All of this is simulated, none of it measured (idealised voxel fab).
Module name: voxel transistor to metal (process module)
Square cells of 5 nm make up the cross-section cut, whose width is 160 nm.
Cross-section spec: square-cell grid; bands listed top down; each band is one or more rows.
It is stipulated that each band's entry specify, in nanometres, the height of the top of the band and then that of its bottom, followed by the materials of the band in left-to-right sequence, each together with its width in nanometres. A single material marked by the word "everywhere" is understood to fill the band from edge to edge; the word "air" is understood to denote empty space.
Note: height 0 marks the level under which the wafer is uniformly one material as received. Lowest band unbounded below, written "0 -> down".
The notation "30..40" denotes a width that varies across the rows of cells in the band, beginning at the first number in the top row, finishing at the second number in the bottom row, and changing by an identical amount from each row to the next.
"remained the same", as given for a step, is the statement that not any cell of the cross-section underwent a change during that step.
The list in "Closed cavity list" covers empty spaces of 8 cells or more that cannot reach the top through any open way, and it gives each as width x height at distance; the distance is from the left edge, and width, height and distance are in nm.
Note: text after step settings on the step line = simulator remark on that step.
Regarding "overlay nm": on a step with a mask, it is the distance the mask lay to the right of its planned place; a negative value places it to the left.

**Steps in the process plan**
| 1 | RECEIVE [material Si] |
| 2 | CONFORMAL_DEP [material SiO2] [thk nm 5] |
| 3 | CONFORMAL_DEP [material SiN] [thk nm 10] |
| 4 | MASKED_ETCH [tone cover] [mask id ACTIVE] [width nm 110] [etch materials SiN] [depth nm 10] [overlay nm 0] |
| 5 | MASKED_ETCH [tone cover] [mask id ACTIVE] [width nm 110] [etch materials SiO2] [depth nm 5] [overlay nm 0] |
| 6 | MASKED_ETCH [tone cover] [mask id ACTIVE] [width nm 110] [etch materials Si] [depth nm 35] [overlay nm 0] |
| 7 | OXIDIZE [depth nm 5] |
| 8 | FILL_DEP [material SiO2] [thk nm 5] |
| 9 | CMP [height nm 15] |
| 10 | SELECTIVE_ETCH [etch materials SiO2] [depth nm 10] |
| 11 | STRIP [etch materials SiN] |
| 12 | SELECTIVE_ETCH [etch materials SiO2] [depth nm 5] |
| 13 | OXIDIZE [depth nm 5] |
| 14 | DIRECTIONAL_DEP [material polySi] [thk nm 20] |
| 15 | DIRECTIONAL_DEP [material SiCN] [thk nm 10] |
| 16 | MASKED_ETCH [tone cover] [mask id GATE] [width nm 15] [etch materials SiCN] [depth nm 20] [overlay nm 0] |
| 17 | MASKED_ETCH [tone cover] [mask id GATE] [width nm 20] [etch materials polySi] [depth nm 30] [overlay nm 0] |
| 18 | CONFORMAL_DEP [material SiN] [thk nm 10] |
| 19 | DIRECTIONAL_ETCH [etch materials SiN] [depth nm 10] |
| 20 | DIRECTIONAL_ETCH [etch materials SiO2] [depth nm 5] |
| 21 | DIRECTIONAL_ETCH [etch materials Si] [depth nm 10] |
| 22 | EPI [material nSi] [thk nm 10] |
| 23 | FILL_DEP [material SiO2] [thk nm 10] |
| 24 | CMP [height nm 30] |
| 25 | DIRECTIONAL_DEP [material SiO2] [thk nm 15] |
| 26 | MASKED_ETCH [tone open] [mask id CONTACT] [width nm 30] [pitch nm 60] [etch materials SiO2] [depth nm 50] [overlay nm 0] |
| 27 | CONFORMAL_DEP [material TiN] [thk nm 5] |
| 28 | FILL_DEP [material W] [thk nm 10] |
| 29 | CMP [height nm 45] |
| 30 | DIRECTIONAL_DEP [material TiN] [thk nm 5] |
| 31 | DIRECTIONAL_DEP [material W] [thk nm 25] |
| 32 | PATTERN [tone cover] [mask id METAL_1] [material resist] [width nm 20] [pitch nm 70] [thk nm 15] [overlay nm 0] |
| 33 | DIRECTIONAL_ETCH [etch materials W] [depth nm 25] |
| 34 | DIRECTIONAL_ETCH [etch materials TiN] [depth nm 5] |
| 35 | STRIP [etch materials resist] |
| 36 | CONFORMAL_DEP [material SiCN] [thk nm 5] |
| 37 | FILL_DEP [material SiO2] [thk nm 5] |
| 38 | CMP [height nm 75] |
| 39 | CONFORMAL_DEP [material SiCN] [thk nm 5] |
The value of width nm given for step 16 in the plan refers to the first wafer; the wafers vary in this setting and are alike at the start.

**The first of several wafers as received, shown in cross-section; this is its state after step 1**
    0 -> down | Si everywhere
    Closed cavity list: none

**Module end state after final step 39: cross-section of the first of several wafers**
    80 -> 75 | SiCN everywhere
    75 -> 50 | SiO2=30 | SiCN=5 | W=20 | SiCN=5 | SiO2=40 | SiCN=5 | W=20 | SiCN=5 | SiO2=30
    50 -> 45 | SiCN=35 | TiN=20 | SiCN=50 | TiN=20 | SiCN=35
    45 -> 35 | SiO2=35 | TiN=5 | W=20 | TiN=5 | SiO2=30 | TiN=5 | W=20 | TiN=5 | SiO2=35
    35 -> 30 | SiO2=35 | TiN=5 | W=20 | TiN=5 | SiO2=30 | TiN=10 | W=15 | TiN=5 | SiO2=35
    30 -> 20 | SiO2=35 | TiN=5 | W=20..15 | TiN=5..10 | SiN=10 | SiCN=15 | SiN=10 | TiN=5 | W=15 | TiN=5 | SiO2=35
    20 -> 10 | SiO2=35 | TiN=5 | W=15 | TiN=5 | SiN=10 | polySi=20 | SiN=10 | TiN=5 | W=15 | TiN=5 | SiO2=35
    10 -> 5 | SiO2=35 | TiN=5 | W=5 | TiN=15 | SiN=10 | polySi=20 | SiN=10 | TiN=15 | W=5 | TiN=5 | SiO2=35
    5 -> 0 | SiO2=35 | TiN=5 | W=5 | TiN=5 | nSi=10 | SiN=10 | polySi=20 | SiN=10 | nSi=10 | TiN=5 | W=5 | TiN=5 | SiO2=35
    0 -> -5 | SiO2=35 | TiN=15 | nSi=10 | SiO2=40 | nSi=10 | TiN=15 | SiO2=35
    -5 -> -15 | SiO2=30 | nSi=30 | Si=40 | nSi=30 | SiO2=30
    -15 -> -40 | SiO2=30 | Si=100 | SiO2=30
    -40 -> down | Si everywhere
    Closed cavity list: none

**Cross-sectional view of the final wafer of several at the module's end**
    80 -> 75 | SiCN everywhere
    75 -> 50 | SiO2=30 | SiCN=5 | W=20 | SiCN=5 | SiO2=40 | SiCN=5 | W=20 | SiCN=5 | SiO2=30
    50 -> 45 | SiCN=35 | TiN=20 | SiCN=50 | TiN=20 | SiCN=35
    45 -> 35 | SiO2=35 | TiN=5 | W=20 | TiN=5 | SiO2=30 | TiN=5 | W=20 | TiN=5 | SiO2=35
    35 -> 30 | SiO2=35 | TiN=5 | W=10 | TiN=15 | SiO2=30 | TiN=20 | W=5 | TiN=5 | SiO2=35
    30 -> 20 | SiO2=35 | TiN=5 | W=10 | TiN=5 | SiN=10 | SiCN=35 | SiN=10 | TiN=5 | W=5 | TiN=5 | SiO2=35
    20 -> 10 | SiO2=35 | TiN=5 | W=10 | TiN=5 | SiN=10 | polySi=35 | SiN=10 | TiN=5 | W=5 | TiN=5 | SiO2=35
    10 -> 5 | SiO2=35 | TiN=20 | SiN=10 | polySi=35 | SiN=10 | TiN=15 | SiO2=35
    5 -> 0 | SiO2=35 | TiN=10 | nSi=10 | SiN=10 | polySi=35 | SiN=10 | nSi=10 | TiN=5 | SiO2=35
    0 -> -5 | SiO2=35 | TiN=10 | nSi=10 | SiO2=55 | nSi=10 | TiN=5 | SiO2=35
    -5 -> -15 | SiO2=30 | nSi=25 | Si=55 | nSi=20 | SiO2=30
    -15 -> -40 | SiO2=30 | Si=100 | SiO2=30
    -40 -> down | Si everywhere
    Closed cavity list: none

**The table below has one row for each wafer; a row shows, as of the end of the module, how many cells of each material the wafer has gained, marked (+), or lost, marked (-), since it was received, and then the wafer's closed voids**
width nm 15, -140 Si, +82 SiCN, +24 SiN, +350 SiO2, +56 TiN, +92 W, +32 nSi, +16 polySi, Closed cavity list: none
width nm 20, -140 Si, +84 SiCN, +24 SiN, +350 SiO2, +56 TiN, +90 W, +32 nSi, +16 polySi, Closed cavity list: none
width nm 25, -138 Si, +86 SiCN, +24 SiN, +351 SiO2, +56 TiN, +83 W, +30 nSi, +20 polySi, Closed cavity list: none
width nm 30, -136 Si, +88 SiCN, +24 SiN, +352 SiO2, +56 TiN, +76 W, +28 nSi, +24 polySi, Closed cavity list: none
width nm 35, -134 Si, +90 SiCN, +24 SiN, +353 SiO2, +54 TiN, +71 W, +26 nSi, +28 polySi, Closed cavity list: none
